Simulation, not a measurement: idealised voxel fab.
You're looking at the process module voxel wiring stack.
For reference, the cross-section in this document is cut, with width 265 nm and square cells of 5 nm.
Cross-section spec: square-cell grid; bands listed top down; each band is one or more rows.
Top, bottom (nm), then materials left to right with widths (nm); lone material tagged "all across" fills the whole band edge to edge; "blank" = empty space.
Height datum 0, below which the as-received substrate wafer is one material. Lowest band open at the bottom, running downward: "z 0 and below".
Graded width ("30 to 40"): value in top row of band = first number; value in bottom row = second number; row-to-row change constant.
Basically "remained unchanged" means that step didn't change any cell in the cross-section.
What "Closed cavity list" gives you is every empty space of 8 cells or more that is cut off from the top. Each appears as width x height at distance, with the distance taken from the left edge and width, height and distance all in nm.
If you see something after the settings on a step's line, that's the simulator's own remark about that step.
The "overlay nm" setting may appear on a step's line; for a step that uses a mask, it gives how far to the right of its planned position the mask lay, and a negative value indicates the left.
Reading guide: pairs of cross-sections, before and after one process step; after view cut off at lowest changed band; step and settings listed under each pair. Pairs may stem from different runs of this module on the same starting wafer; continuity with the pair above only where the "Snapshot before" entry states it.

SNAPSHOT BEFORE
- z 120 to 105 | SiO2 80  SiCN 5  W 20  SiCN 5  SiO2 5  SiCN 5  W 20  SiCN 5  SiO2 5  SiCN 5  W 20  SiCN 5  SiO2 85
- z 105 to 100 | SiCN 85  TiN 20  SiCN 15  TiN 20  SiCN 15  TiN 20  SiCN 90
- z 100 to 90 | lowk 85  TiN 5  Cu 5  TiN 5  lowk 20  TiN 5  Cu 5  TiN 5  lowk 20  TiN 5  Cu 5  TiN 5  lowk 95
- z 90 to 85 | lowk 85  TiN 15  lowk 20  TiN 15  lowk 20  TiN 15  lowk 95
- z 85 to 80 | SiCN 85  TiN 10  SiCN 25  TiN 10  SiCN 25  TiN 10  SiCN 100
- z 80 to 70 | SiO2 85  TiN 5  Ru 10  TiN 5  SiO2 15  TiN 5  Ru 10  TiN 5  SiO2 15  TiN 5  Ru 10  TiN 5  SiO2 90
- z 70 to 65 | SiO2 85  TiN 5  Ru 5  TiN 10  SiO2 15  TiN 20  SiO2 15  TiN 5  Ru 5  TiN 10  SiO2 90
- z 65 to 50 | SiO2 85  TiN 5  Ru 5  TiN 5  SiO2 55  TiN 5  Ru 5  TiN 5  SiO2 95
- z 50 to 45 | SiCN 85  TiN 15  SiCN 55  TiN 15  SiCN 95
- z 45 to 20 | lowk 80  SiCN 5  Ru 20  SiCN 5  lowk 5  SiCN 5  Ru 20  SiCN 5  lowk 5  SiCN 5  Ru 20  SiCN 5  lowk 85
- z 20 to 15 | SiCN 85  TiN 20  SiCN 15  TiN 20  SiCN 15  TiN 20  SiCN 90
- z 15 to 0 | SiO2 all across
- z 0 and below | Si all across
- Closed cavity list: none

SECTIONAL RESULT
- z 125 to 120 | SiN all across
- Below 120, the layers are the same as they were.
- Closed cavity list: none
The before and after cross-sections above differ by one step: op CONFORMAL_DEP | material SiN | thk nm 5

SNAPSHOT BEFORE
- z 45 to 20 | blank 85  Ru 20  blank 15  Ru 20  blank 15  Ru 20  blank 90
- z 20 to 15 | blank 85  TiN 20  blank 15  TiN 20  blank 15  TiN 20  blank 90
- z 15 to 0 | SiO2 all across
- z 0 and below | Si all across
- Closed cavity list: none

SECTIONAL RESULT
- z 50 to 45 | blank 80  TiN 30  blank 5  TiN 30  blank 5  TiN 30  blank 85
- z 45 to 20 | blank 80  TiN 5  Ru 20  TiN 5  blank 5  TiN 5  Ru 20  TiN 5  blank 5  TiN 5  Ru 20  TiN 5  blank 85
- z 20 to 15 | TiN all across
- Below 15, the layers are the same as they were.
- Closed cavity list: none
The before and after cross-sections above differ by one step: op CONFORMAL_DEP | material TiN | thk nm 5

Snapshot before: For the state before this step, see the after cross-section of the pair located directly above.

SECTIONAL RESULT
- z 55 to 50 | lowk all across
- z 50 to 45 | lowk 80  TiN 30  lowk 5  TiN 30  lowk 5  TiN 30  lowk 85
- z 45 to 20 | lowk 80  TiN 5  Ru 20  TiN 5  lowk 5  TiN 5  Ru 20  TiN 5  lowk 5  TiN 5  Ru 20  TiN 5  lowk 85
- Below 20, the layers are the same as they were.
- Closed cavity list: none
The before and after cross-sections above differ by one step: op FILL_DEP | material lowk | thk nm 5

Snapshot before: For the state before this step, see the after cross-section of the pair located directly above.

SECTIONAL RESULT
- z 45 to 20 | lowk 80  TiN 5  Ru 20  TiN 5  lowk 5  TiN 5  Ru 20  TiN 5  lowk 5  TiN 5  Ru 20  TiN 5  lowk 85
- Below 20, the layers are the same as they were.
- Closed cavity list: none
The before and after cross-sections above differ by one step: op CMP | height nm 45

Snapshot before: For the state before this step, see the after cross-section of the pair located directly above.

SECTIONAL RESULT
- z 50 to 45 | SiCN all across
- Below 45, the layers are the same as they were.
- Closed cavity list: none
The before and after cross-sections above differ by one step: op CONFORMAL_DEP | material SiCN | thk nm 5

Snapshot before: For the state before this step, see the after cross-section of the pair located directly above.

SECTIONAL RESULT
- z 80 to 50 | SiO2 all across
- Below 50, the layers are the same as they were.
- Closed cavity list: none
The before and after cross-sections above differ by one step: op DIRECTIONAL_DEP | material SiO2 | thk nm 30

Snapshot before: For the state before this step, see the after cross-section of the pair located directly above.

SECTIONAL RESULT
- z 80 to 65 | SiO2 85  blank 20  SiO2 15  blank 20  SiO2 15  blank 20  SiO2 90
- Below 65, the layers are the same as they were.
- Closed cavity list: none
The before and after cross-sections above differ by one step: op MASKED_ETCH | tone open | mask id METAL_2 | width nm 20 | pitch nm 35 | etch materials SiO2 | depth nm 15 | overlay nm 0

Snapshot before: For the state before this step, see the after cross-section of the pair located directly above.

SECTIONAL RESULT
- z 90 to 80 | aC 85  blank 20  aC 15  blank 20  aC 15  blank 20  aC 90
- z 80 to 75 | SiO2 85  blank 20  SiO2 15  blank 20  SiO2 15  blank 20  SiO2 90
- z 75 to 65 | SiO2 85  aC 20  SiO2 15  aC 20  SiO2 15  aC 20  SiO2 90
- Below 65, the layers are the same as they were.
- Closed cavity list: none
The before and after cross-sections above differ by one step: op DIRECTIONAL_DEP | material aC | thk nm 10

Snapshot before: For the state before this step, see the after cross-section of the pair located directly above.

SECTIONAL RESULT
- z 115 to 90 | resist 85  blank 15  resist 55  blank 15  resist 95
- z 90 to 80 | aC 85  blank 15  resist 5  aC 15  resist 20  aC 15  blank 15  resist 5  aC 90
- z 80 to 75 | SiO2 85  blank 15  resist 5  SiO2 15  resist 20  SiO2 15  blank 15  resist 5  SiO2 90
- Below 75, the layers are the same as they were.
- Closed cavity list: none
The before and after cross-sections above differ by one step: op PATTERN | tone open | mask id METAL_2_HOLES | material resist | width nm 15 | pitch nm 70 | thk nm 25 | overlay nm 0

Snapshot before: For the state before this step, see the after cross-section of the pair located directly above.

SECTIONAL RESULT
- z 105 to 90 | resist 85  blank 15  resist 55  blank 15  resist 95
- z 90 to 80 | aC 85  blank 15  resist 5  aC 15  resist 20  aC 15  blank 15  resist 5  aC 90
- z 80 to 75 | SiO2 85  blank 15  resist 5  SiO2 15  resist 20  SiO2 15  blank 15  resist 5  SiO2 90
- z 75 to 65 | SiO2 85  blank 15  aC 5  SiO2 15  aC 20  SiO2 15  blank 15  aC 5  SiO2 90
- Below 65, the layers are the same as they were.
- Closed cavity list: none
The before and after cross-sections above differ by one step: op DIRECTIONAL_ETCH | etch materials aC | depth nm 10

Snapshot before: For the state before this step, see the after cross-section of the pair located directly above.

SECTIONAL RESULT
- z 90 to 80 | aC 85  blank 20  aC 15  blank 20  aC 15  blank 20  aC 90
- z 80 to 75 | SiO2 85  blank 20  SiO2 15  blank 20  SiO2 15  blank 20  SiO2 90
- Below 75, the layers are the same as they were.
- Closed cavity list: none
The before and after cross-sections above differ by one step: op STRIP | etch materials resist

Snapshot before: For the state before this step, see the after cross-section of the pair located directly above.

SECTIONAL RESULT
- z 90 to 80 | aC 85  blank 20  aC 15  blank 20  aC 15  blank 20  aC 90
- z 80 to 75 | SiO2 85  blank 20  SiO2 15  blank 20  SiO2 15  blank 20  SiO2 90
- z 75 to 65 | SiO2 85  blank 15  aC 5  SiO2 15  aC 20  SiO2 15  blank 15  aC 5  SiO2 90
- z 65 to 50 | SiO2 85  blank 15  SiO2 55  blank 15  SiO2 95
- Below 50, the layers are the same as they were.
- Closed cavity list: none
The before and after cross-sections above differ by one step: op DIRECTIONAL_ETCH | etch materials SiO2 | depth nm 15

Snapshot before: For the state before this step, see the after cross-section of the pair located directly above.

SECTIONAL RESULT
- z 90 to 80 | aC 85  blank 20  aC 15  blank 20  aC 15  blank 20  aC 90
- z 80 to 75 | SiO2 85  blank 20  SiO2 15  blank 20  SiO2 15  blank 20  SiO2 90
- z 75 to 65 | SiO2 85  blank 15  aC 5  SiO2 15  aC 20  SiO2 15  blank 15  aC 5  SiO2 90
- z 65 to 50 | SiO2 85  blank 15  SiO2 55  blank 15  SiO2 95
- z 50 to 45 | SiCN 85  blank 15  SiCN 55  blank 15  SiCN 95
- Below 45, the layers are the same as they were.
- Closed cavity list: none
The before and after cross-sections above differ by one step: op DIRECTIONAL_ETCH | etch materials SiCN | depth nm 5

Snapshot before: For the state before this step, see the after cross-section of the pair located directly above.

SECTIONAL RESULT
- z 80 to 65 | SiO2 85  blank 20  SiO2 15  blank 20  SiO2 15  blank 20  SiO2 90
- Below 65, the layers are the same as they were.
- Closed cavity list: none
The before and after cross-sections above differ by one step: op STRIP | etch materials aC

Snapshot before: For the state before this step, see the after cross-section of the pair located directly above.

SECTIONAL RESULT
- z 85 to 80 | TiN 90  blank 10  TiN 25  blank 10  TiN 25  blank 10  TiN 95
- z 80 to 70 | SiO2 85  TiN 5  blank 10  TiN 5  SiO2 15  TiN 5  blank 10  TiN 5  SiO2 15  TiN 5  blank 10  TiN 5  SiO2 90
- z 70 to 65 | SiO2 85  TiN 5  blank 5  TiN 10  SiO2 15  TiN 20  SiO2 15  TiN 5  blank 5  TiN 10  SiO2 90
- z 65 to 50 | SiO2 85  TiN 5  blank 5  TiN 5  SiO2 55  TiN 5  blank 5  TiN 5  SiO2 95
- z 50 to 45 | SiCN 85  TiN 15  SiCN 55  TiN 15  SiCN 95
- Below 45, the layers are the same as they were.
- Closed cavity list: none
The before and after cross-sections above differ by one step: op CONFORMAL_DEP | material TiN | thk nm 5

Snapshot before: For the state before this step, see the after cross-section of the pair located directly above.

SECTIONAL RESULT
- z 95 to 85 | Ru all across
- z 85 to 80 | TiN 90  Ru 10  TiN 25  Ru 10  TiN 25  Ru 10  TiN 95
- z 80 to 70 | SiO2 85  TiN 5  Ru 10  TiN 5  SiO2 15  TiN 5  Ru 10  TiN 5  SiO2 15  TiN 5  Ru 10  TiN 5  SiO2 90
- z 70 to 65 | SiO2 85  TiN 5  Ru 5  TiN 10  SiO2 15  TiN 20  SiO2 15  TiN 5  Ru 5  TiN 10  SiO2 90
- z 65 to 50 | SiO2 85  TiN 5  Ru 5  TiN 5  SiO2 55  TiN 5  Ru 5  TiN 5  SiO2 95
- Below 50, the layers are the same as they were.
- Closed cavity list: none
The before and after cross-sections above differ by one step: op FILL_DEP | material Ru | thk nm 10

Snapshot before: For the state before this step, see the after cross-section of the pair located directly above.

SECTIONAL RESULT
- z 80 to 70 | SiO2 85  TiN 5  Ru 10  TiN 5  SiO2 15  TiN 5  Ru 10  TiN 5  SiO2 15  TiN 5  Ru 10  TiN 5  SiO2 90
- Below 70, the layers are the same as they were.
- Closed cavity list: none
The before and after cross-sections above differ by one step: op CMP | height nm 80

Snapshot before: For the state before this step, see the after cross-section of the pair located directly above.

SECTIONAL RESULT
- z 85 to 80 | SiCN all across
- Below 80, the layers are the same as they were.
- Closed cavity list: none
The before and after cross-sections above differ by one step: op CONFORMAL_DEP | material SiCN | thk nm 5

Snapshot before: For the state before this step, see the after cross-section of the pair located directly above.

SECTIONAL RESULT
- z 100 to 85 | lowk all across
- Below 85, the layers are the same as they were.
- Closed cavity list: none
The before and after cross-sections above differ by one step: op DIRECTIONAL_DEP | material lowk | thk nm 15

Snapshot before: For the state before this step, see the after cross-section of the pair located directly above.

SECTIONAL RESULT
- z 100 to 85 | lowk 85  blank 15  lowk 20  blank 15  lowk 20  blank 15  lowk 95
- Below 85, the layers are the same as they were.
- Closed cavity list: none
The before and after cross-sections above differ by one step: op MASKED_ETCH | tone open | mask id PLUG_2 | width nm 15 | pitch nm 35 | etch materials lowk | depth nm 15 | overlay nm 0

Snapshot before: For the state before this step, see the after cross-section of the pair located directly above.

SECTIONAL RESULT
- z 100 to 85 | lowk 85  blank 15  lowk 20  blank 15  lowk 20  blank 15  lowk 95
- z 85 to 80 | SiCN 85  blank 15  SiCN 20  blank 15  SiCN 20  blank 15  SiCN 95
- Below 80, the layers are the same as they were.
- Closed cavity list: none
The before and after cross-sections above differ by one step: op MASKED_ETCH | tone open | mask id PLUG_2 | width nm 15 | pitch nm 35 | etch materials SiCN | depth nm 5 | overlay nm 0

Snapshot before: For the state before this step, see the after cross-section of the pair located directly above.

SECTIONAL RESULT
- z 105 to 100 | TiN 90  blank 5  TiN 30  blank 5  TiN 30  blank 5  TiN 100
- z 100 to 85 | lowk 85  TiN 5  blank 5  TiN 5  lowk 20  TiN 5  blank 5  TiN 5  lowk 20  TiN 5  blank 5  TiN 5  lowk 95
- z 85 to 80 | SiCN 85  TiN 15  SiCN 20  TiN 15  SiCN 20  TiN 15  SiCN 95
- Below 80, the layers are the same as they were.
- Closed cavity list: none
The before and after cross-sections above differ by one step: op CONFORMAL_DEP | material TiN | thk nm 5

Snapshot before: For the state before this step, see the after cross-section of the pair located directly above.

SECTIONAL RESULT
- z 115 to 105 | Cu all across
- z 105 to 100 | TiN 90  Cu 5  TiN 30  Cu 5  TiN 30  Cu 5  TiN 100
- z 100 to 85 | lowk 85  TiN 5  Cu 5  TiN 5  lowk 20  TiN 5  Cu 5  TiN 5  lowk 20  TiN 5  Cu 5  TiN 5  lowk 95
- Below 85, the layers are the same as they were.
- Closed cavity list: none
The before and after cross-sections above differ by one step: op FILL_DEP | material Cu | thk nm 10

Snapshot before: For the state before this step, see the after cross-section of the pair located directly above.

SECTIONAL RESULT
- z 100 to 85 | lowk 85  TiN 5  Cu 5  TiN 5  lowk 20  TiN 5  Cu 5  TiN 5  lowk 20  TiN 5  Cu 5  TiN 5  lowk 95
- Below 85, the layers are the same as they were.
- Closed cavity list: none
The before and after cross-sections above differ by one step: op CMP | height nm 100

Snapshot before: For the state before this step, see the after cross-section of the pair located directly above.

SECTIONAL RESULT
- z 105 to 100 | TiN all across
- Below 100, the layers are the same as they were.
- Closed cavity list: none
The before and after cross-sections above differ by one step: op DIRECTIONAL_DEP | material TiN | thk nm 5

Snapshot before: For the state before this step, see the after cross-section of the pair located directly above.

SECTIONAL RESULT
- z 120 to 105 | W all across
- Below 105, the layers are the same as they were.
- Closed cavity list: none
The before and after cross-sections above differ by one step: op DIRECTIONAL_DEP | material W | thk nm 15

Snapshot before: For the state before this step, see the after cross-section of the pair located directly above.

SECTIONAL RESULT
- z 135 to 120 | aC all across
- Below 120, the layers are the same as they were.
- Closed cavity list: none
The before and after cross-sections above differ by one step: op DIRECTIONAL_DEP | material aC | thk nm 15

Snapshot before: For the state before this step, see the after cross-section of the pair located directly above.

SECTIONAL RESULT
- z 170 to 135 | blank 85  resist 20  blank 15  resist 20  blank 15  resist 20  blank 90
- Below 135, the layers are the same as they were.
- Closed cavity list: none
The before and after cross-sections above differ by one step: op PATTERN | tone cover | mask id METAL_3 | material resist | width nm 20 | pitch nm 35 | thk nm 35 | overlay nm 0

Snapshot before: For the state before this step, see the after cross-section of the pair located directly above.

SECTIONAL RESULT
- z 155 to 135 | blank 85  resist 20  blank 15  resist 20  blank 15  resist 20  blank 90
- z 135 to 120 | blank 85  aC 20  blank 15  aC 20  blank 15  aC 20  blank 90
- Below 120, the layers are the same as they were.
- Closed cavity list: none
The before and after cross-sections above differ by one step: op DIRECTIONAL_ETCH | etch materials aC | depth nm 15

Snapshot before: For the state before this step, see the after cross-section of the pair located directly above.

SECTIONAL RESULT
- z 135 to 120 | blank 85  aC 20  blank 15  aC 20  blank 15  aC 20  blank 90
- Below 120, the layers are the same as they were.
- Closed cavity list: none
The before and after cross-sections above differ by one step: op STRIP | etch materials resist

Snapshot before: For the state before this step, see the after cross-section of the pair located directly above.

SECTIONAL RESULT
- z 135 to 120 | blank 85  aC 20  blank 15  aC 20  blank 15  aC 20  blank 90
- z 120 to 105 | blank 85  W 20  blank 15  W 20  blank 15  W 20  blank 90
- Below 105, the layers are the same as they were.
- Closed cavity list: none
The before and after cross-sections above differ by one step: op DIRECTIONAL_ETCH | etch materials W | depth nm 15

Snapshot before: For the state before this step, see the after cross-section of the pair located directly above.

SECTIONAL RESULT
- z 135 to 120 | blank 85  aC 20  blank 15  aC 20  blank 15  aC 20  blank 90
- z 120 to 105 | blank 85  W 20  blank 15  W 20  blank 15  W 20  blank 90
- z 105 to 100 | blank 85  TiN 20  blank 15  TiN 20  blank 15  TiN 20  blank 90
- Below 100, the layers are the same as they were.
- Closed cavity list: none
The before and after cross-sections above differ by one step: op DIRECTIONAL_ETCH | etch materials TiN | depth nm 5

Snapshot before: For the state before this step, see the after cross-section of the pair located directly above.

SECTIONAL RESULT
- z 120 to 105 | blank 85  W 20  blank 15  W 20  blank 15  W 20  blank 90
- Below 105, the layers are the same as they were.
- Closed cavity list: none
The before and after cross-sections above differ by one step: op STRIP | etch materials aC

Snapshot before: For the state before this step, see the after cross-section of the pair located directly above.

SECTIONAL RESULT
- z 125 to 120 | blank 80  SiCN 30  blank 5  SiCN 30  blank 5  SiCN 30  blank 85
- z 120 to 105 | blank 80  SiCN 5  W 20  SiCN 5  blank 5  SiCN 5  W 20  SiCN 5  blank 5  SiCN 5  W 20  SiCN 5  blank 85
- z 105 to 100 | SiCN 85  TiN 20  SiCN 15  TiN 20  SiCN 15  TiN 20  SiCN 90
- Below 100, the layers are the same as they were.
- Closed cavity list: none
The before and after cross-sections above differ by one step: op CONFORMAL_DEP | material SiCN | thk nm 5

Snapshot before: For the state before this step, see the after cross-section of the pair located directly above.

SECTIONAL RESULT
- z 135 to 125 | SiO2 all across
- z 125 to 120 | SiO2 80  SiCN 30  SiO2 5  SiCN 30  SiO2 5  SiCN 30  SiO2 85
- z 120 to 105 | SiO2 80  SiCN 5  W 20  SiCN 5  SiO2 5  SiCN 5  W 20  SiCN 5  SiO2 5  SiCN 5  W 20  SiCN 5  SiO2 85
- Below 105, the layers are the same as they were.
- Closed cavity list: none
The before and after cross-sections above differ by one step: op FILL_DEP | material SiO2 | thk nm 10

Snapshot before: For the state before this step, see the after cross-section of the pair located directly above.

SECTIONAL RESULT
- z 120 to 105 | SiO2 80  SiCN 5  W 20  SiCN 5  SiO2 5  SiCN 5  W 20  SiCN 5  SiO2 5  SiCN 5  W 20  SiCN 5  SiO2 85
- Below 105, the layers are the same as they were.
- Closed cavity list: none
The before and after cross-sections above differ by one step: op CMP | height nm 120

Snapshot before: For the state before this step, see the after cross-section of the pair located directly above.

SECTIONAL RESULT
- z 125 to 120 | SiN all across
- Below 120, the layers are the same as they were.
- Closed cavity list: none
The before and after cross-sections above differ by one step: op CONFORMAL_DEP | material SiN | thk nm 5

SNAPSHOT BEFORE
- z 90 to 80 | aC 85  blank 20  aC 15  blank 20  aC 15  blank 20  aC 90
- z 80 to 75 | SiO2 85  blank 20  SiO2 15  blank 20  SiO2 15  blank 20  SiO2 90
- z 75 to 65 | SiO2 85  aC 20  SiO2 15  aC 20  SiO2 15  aC 20  SiO2 90
- z 65 to 50 | SiO2 all across
- z 50 to 45 | SiCN all across
- z 45 to 20 | lowk 80  SiCN 5  Ru 20  SiCN 5  lowk 5  SiCN 5  Ru 20  SiCN 5  lowk 5  SiCN 5  Ru 20  SiCN 5  lowk 85
- z 20 to 15 | SiCN 85  TiN 20  SiCN 15  TiN 20  SiCN 15  TiN 20  SiCN 90
- z 15 to 0 | SiO2 all across
- z 0 and below | Si all across
- Closed cavity list: none

SECTIONAL RESULT
- z 115 to 90 | blank 85  resist 15  blank 55  resist 15  blank 95
- z 90 to 80 | aC 85  resist 15  blank 5  aC 15  blank 20  aC 15  resist 15  blank 5  aC 90
- z 80 to 75 | SiO2 85  resist 15  blank 5  SiO2 15  blank 20  SiO2 15  resist 15  blank 5  SiO2 90
- Below 75, the layers are the same as they were.
- Closed cavity list: none
The before and after cross-sections above differ by one step: op PATTERN | tone cover | mask id METAL_2_HOLES | material resist | width nm 15 | pitch nm 70 | thk nm 25 | overlay nm 0

Snapshot before: For the state before this step, see the after cross-section of the pair located directly above.

SECTIONAL RESULT
- z 105 to 80 | blank 85  resist 15  blank 55  resist 15  blank 95
- z 80 to 75 | SiO2 85  resist 15  blank 5  SiO2 15  blank 20  SiO2 15  resist 15  blank 5  SiO2 90
- z 75 to 65 | SiO2 85  aC 15  blank 5  SiO2 15  blank 20  SiO2 15  aC 15  blank 5  SiO2 90
- Below 65, the layers are the same as they were.
- Closed cavity list: none
The before and after cross-sections above differ by one step: op DIRECTIONAL_ETCH | etch materials aC | depth nm 10

Snapshot before: For the state before this step, see the after cross-section of the pair located directly above.

SECTIONAL RESULT
- z 80 to 75 | SiO2 85  blank 20  SiO2 15  blank 20  SiO2 15  blank 20  SiO2 90
- Below 75, the layers are the same as they were.
- Closed cavity list: none
The before and after cross-sections above differ by one step: op STRIP | etch materials resist

Snapshot before: For the state before this step, see the after cross-section of the pair located directly above.

SECTIONAL RESULT
- z 75 to 65 | blank 85  aC 15  blank 55  aC 15  blank 95
- z 65 to 50 | SiO2 100  blank 5  SiO2 15  blank 20  SiO2 30  blank 5  SiO2 90
- Below 50, the layers are the same as they were.
- Closed cavity list: none
The before and after cross-sections above differ by one step: op DIRECTIONAL_ETCH | etch materials SiO2 | depth nm 15

Snapshot before: For the state before this step, see the after cross-section of the pair located directly above.

SECTIONAL RESULT
- z 75 to 65 | blank 85  aC 15  blank 55  aC 15  blank 95
- z 65 to 50 | SiO2 100  blank 5  SiO2 15  blank 20  SiO2 30  blank 5  SiO2 90
- z 50 to 45 | SiCN 100  blank 5  SiCN 15  blank 20  SiCN 30  blank 5  SiCN 90
- Below 45, the layers are the same as they were.
- Closed cavity list: none
The before and after cross-sections above differ by one step: op DIRECTIONAL_ETCH | etch materials SiCN | depth nm 5

Snapshot before: For the state before this step, see the after cross-section of the pair located directly above.

SECTIONAL RESULT
- z 65 to 50 | SiO2 100  blank 5  SiO2 15  blank 20  SiO2 30  blank 5  SiO2 90
- Below 50, the layers are the same as they were.
- Closed cavity list: none
The before and after cross-sections above differ by one step: op STRIP | etch materials aC

Snapshot before: For the state before this step, see the after cross-section of the pair located directly above.

SECTIONAL RESULT
- z 70 to 65 | TiN 125  blank 10  TiN 130
- z 65 to 50 | SiO2 100  TiN 5  SiO2 15  TiN 5  blank 10  TiN 5  SiO2 30  TiN 5  SiO2 90
- z 50 to 45 | SiCN 100  TiN 5  SiCN 15  TiN 20  SiCN 30  TiN 5  SiCN 90
- Below 45, the layers are the same as they were.
- Closed cavity list: none
The before and after cross-sections above differ by one step: op CONFORMAL_DEP | material TiN | thk nm 5

Snapshot before: For the state before this step, see the after cross-section of the pair located directly above.

SECTIONAL RESULT
- z 80 to 70 | Ru all across
- z 70 to 65 | TiN 125  Ru 10  TiN 130
- z 65 to 50 | SiO2 100  TiN 5  SiO2 15  TiN 5  Ru 10  TiN 5  SiO2 30  TiN 5  SiO2 90
- Below 50, the layers are the same as they were.
- Closed cavity list: none
The before and after cross-sections above differ by one step: op FILL_DEP | material Ru | thk nm 10

Snapshot before: For the state before this step, see the after cross-section of the pair located directly above.

SECTIONAL RESULT
- z 85 to 80 | SiCN all across
- Below 80, the layers are the same as they were.
- Closed cavity list: none
The before and after cross-sections above differ by one step: op CONFORMAL_DEP | material SiCN | thk nm 5

Snapshot before: For the state before this step, see the after cross-section of the pair located directly above.

SECTIONAL RESULT
- z 100 to 85 | lowk all across
- Below 85, the layers are the same as they were.
- Closed cavity list: none
The before and after cross-sections above differ by one step: op DIRECTIONAL_DEP | material lowk | thk nm 15

Snapshot before: For the state before this step, see the after cross-section of the pair located directly above.

SECTIONAL RESULT
- z 100 to 85 | lowk 85  blank 15  lowk 20  blank 15  lowk 20  blank 15  lowk 95
- Below 85, the layers are the same as they were.
- Closed cavity list: none
The before and after cross-sections above differ by one step: op MASKED_ETCH | tone open | mask id PLUG_2 | width nm 15 | pitch nm 35 | etch materials lowk | depth nm 15 | overlay nm 0

Snapshot before: For the state before this step, see the after cross-section of the pair located directly above.

SECTIONAL RESULT
- z 100 to 85 | lowk 85  blank 15  lowk 20  blank 15  lowk 20  blank 15  lowk 95
- z 85 to 80 | SiCN 85  blank 15  SiCN 20  blank 15  SiCN 20  blank 15  SiCN 95
- Below 80, the layers are the same as they were.
- Closed cavity list: none
The before and after cross-sections above differ by one step: op MASKED_ETCH | tone open | mask id PLUG_2 | width nm 15 | pitch nm 35 | etch materials SiCN | depth nm 5 | overlay nm 0

Snapshot before: For the state before this step, see the after cross-section of the pair located directly above.

SECTIONAL RESULT
- z 105 to 100 | TiN 90  blank 5  TiN 30  blank 5  TiN 30  blank 5  TiN 100
- z 100 to 85 | lowk 85  TiN 5  blank 5  TiN 5  lowk 20  TiN 5  blank 5  TiN 5  lowk 20  TiN 5  blank 5  TiN 5  lowk 95
- z 85 to 80 | SiCN 85  TiN 15  SiCN 20  TiN 15  SiCN 20  TiN 15  SiCN 95
- Below 80, the layers are the same as they were.
- Closed cavity list: none
The before and after cross-sections above differ by one step: op CONFORMAL_DEP | material TiN | thk nm 5

Snapshot before: For the state before this step, see the after cross-section of the pair located directly above.

SECTIONAL RESULT
- z 115 to 105 | Cu all across
- z 105 to 100 | TiN 90  Cu 5  TiN 30  Cu 5  TiN 30  Cu 5  TiN 100
- z 100 to 85 | lowk 85  TiN 5  Cu 5  TiN 5  lowk 20  TiN 5  Cu 5  TiN 5  lowk 20  TiN 5  Cu 5  TiN 5  lowk 95
- Below 85, the layers are the same as they were.
- Closed cavity list: none
The before and after cross-sections above differ by one step: op FILL_DEP | material Cu | thk nm 10

Snapshot before: For the state before this step, see the after cross-section of the pair located directly above.

SECTIONAL RESULT
- z 100 to 85 | lowk 85  TiN 5  Cu 5  TiN 5  lowk 20  TiN 5  Cu 5  TiN 5  lowk 20  TiN 5  Cu 5  TiN 5  lowk 95
- Below 85, the layers are the same as they were.
- Closed cavity list: none
The before and after cross-sections above differ by one step: op CMP | height nm 100

Snapshot before: For the state before this step, see the after cross-section of the pair located directly above.

SECTIONAL RESULT
- z 105 to 100 | TiN all across
- Below 100, the layers are the same as they were.
- Closed cavity list: none
The before and after cross-sections above differ by one step: op DIRECTIONAL_DEP | material TiN | thk nm 5

Snapshot before: For the state before this step, see the after cross-section of the pair located directly above.

SECTIONAL RESULT
- z 120 to 105 | W all across
- Below 105, the layers are the same as they were.
- Closed cavity list: none
The before and after cross-sections above differ by one step: op DIRECTIONAL_DEP | material W | thk nm 15

Snapshot before: For the state before this step, see the after cross-section of the pair located directly above.

SECTIONAL RESULT
- z 135 to 120 | aC all across
- Below 120, the layers are the same as they were.
- Closed cavity list: none
The before and after cross-sections above differ by one step: op DIRECTIONAL_DEP | material aC | thk nm 15

Snapshot before: For the state before this step, see the after cross-section of the pair located directly above.

SECTIONAL RESULT
- z 170 to 135 | blank 85  resist 20  blank 15  resist 20  blank 15  resist 20  blank 90
- Below 135, the layers are the same as they were.
- Closed cavity list: none
The before and after cross-sections above differ by one step: op PATTERN | tone cover | mask id METAL_3 | material resist | width nm 20 | pitch nm 35 | thk nm 35 | overlay nm 0

Snapshot before: For the state before this step, see the after cross-section of the pair located directly above.

SECTIONAL RESULT
- z 155 to 135 | blank 85  resist 20  blank 15  resist 20  blank 15  resist 20  blank 90
- z 135 to 120 | blank 85  aC 20  blank 15  aC 20  blank 15  aC 20  blank 90
- Below 120, the layers are the same as they were.
- Closed cavity list: none
The before and after cross-sections above differ by one step: op DIRECTIONAL_ETCH | etch materials aC | depth nm 15

Snapshot before: For the state before this step, see the after cross-section of the pair located directly above.

SECTIONAL RESULT
- z 135 to 120 | blank 85  aC 20  blank 15  aC 20  blank 15  aC 20  blank 90
- Below 120, the layers are the same as they were.
- Closed cavity list: none
The before and after cross-sections above differ by one step: op STRIP | etch materials resist

Snapshot before: For the state before this step, see the after cross-section of the pair located directly above.

SECTIONAL RESULT
- z 135 to 120 | blank 85  aC 20  blank 15  aC 20  blank 15  aC 20  blank 90
- z 120 to 105 | blank 85  W 20  blank 15  W 20  blank 15  W 20  blank 90
- Below 105, the layers are the same as they were.
- Closed cavity list: none
The before and after cross-sections above differ by one step: op DIRECTIONAL_ETCH | etch materials W | depth nm 15

Snapshot before: For the state before this step, see the after cross-section of the pair located directly above.

SECTIONAL RESULT
- z 135 to 120 | blank 85  aC 20  blank 15  aC 20  blank 15  aC 20  blank 90
- z 120 to 105 | blank 85  W 20  blank 15  W 20  blank 15  W 20  blank 90
- z 105 to 100 | blank 85  TiN 20  blank 15  TiN 20  blank 15  TiN 20  blank 90
- Below 100, the layers are the same as they were.
- Closed cavity list: none
The before and after cross-sections above differ by one step: op DIRECTIONAL_ETCH | etch materials TiN | depth nm 5

Snapshot before: For the state before this step, see the after cross-section of the pair located directly above.

SECTIONAL RESULT
- z 120 to 105 | blank 85  W 20  blank 15  W 20  blank 15  W 20  blank 90
- Below 105, the layers are the same as they were.
- Closed cavity list: none
The before and after cross-sections above differ by one step: op STRIP | etch materials aC

Snapshot before: For the state before this step, see the after cross-section of the pair located directly above.

SECTIONAL RESULT
- z 125 to 120 | blank 80  SiCN 30  blank 5  SiCN 30  blank 5  SiCN 30  blank 85
- z 120 to 105 | blank 80  SiCN 5  W 20  SiCN 5  blank 5  SiCN 5  W 20  SiCN 5  blank 5  SiCN 5  W 20  SiCN 5  blank 85
- z 105 to 100 | SiCN 85  TiN 20  SiCN 15  TiN 20  SiCN 15  TiN 20  SiCN 90
- Below 100, the layers are the same as they were.
- Closed cavity list: none
The before and after cross-sections above differ by one step: op CONFORMAL_DEP | material SiCN | thk nm 5
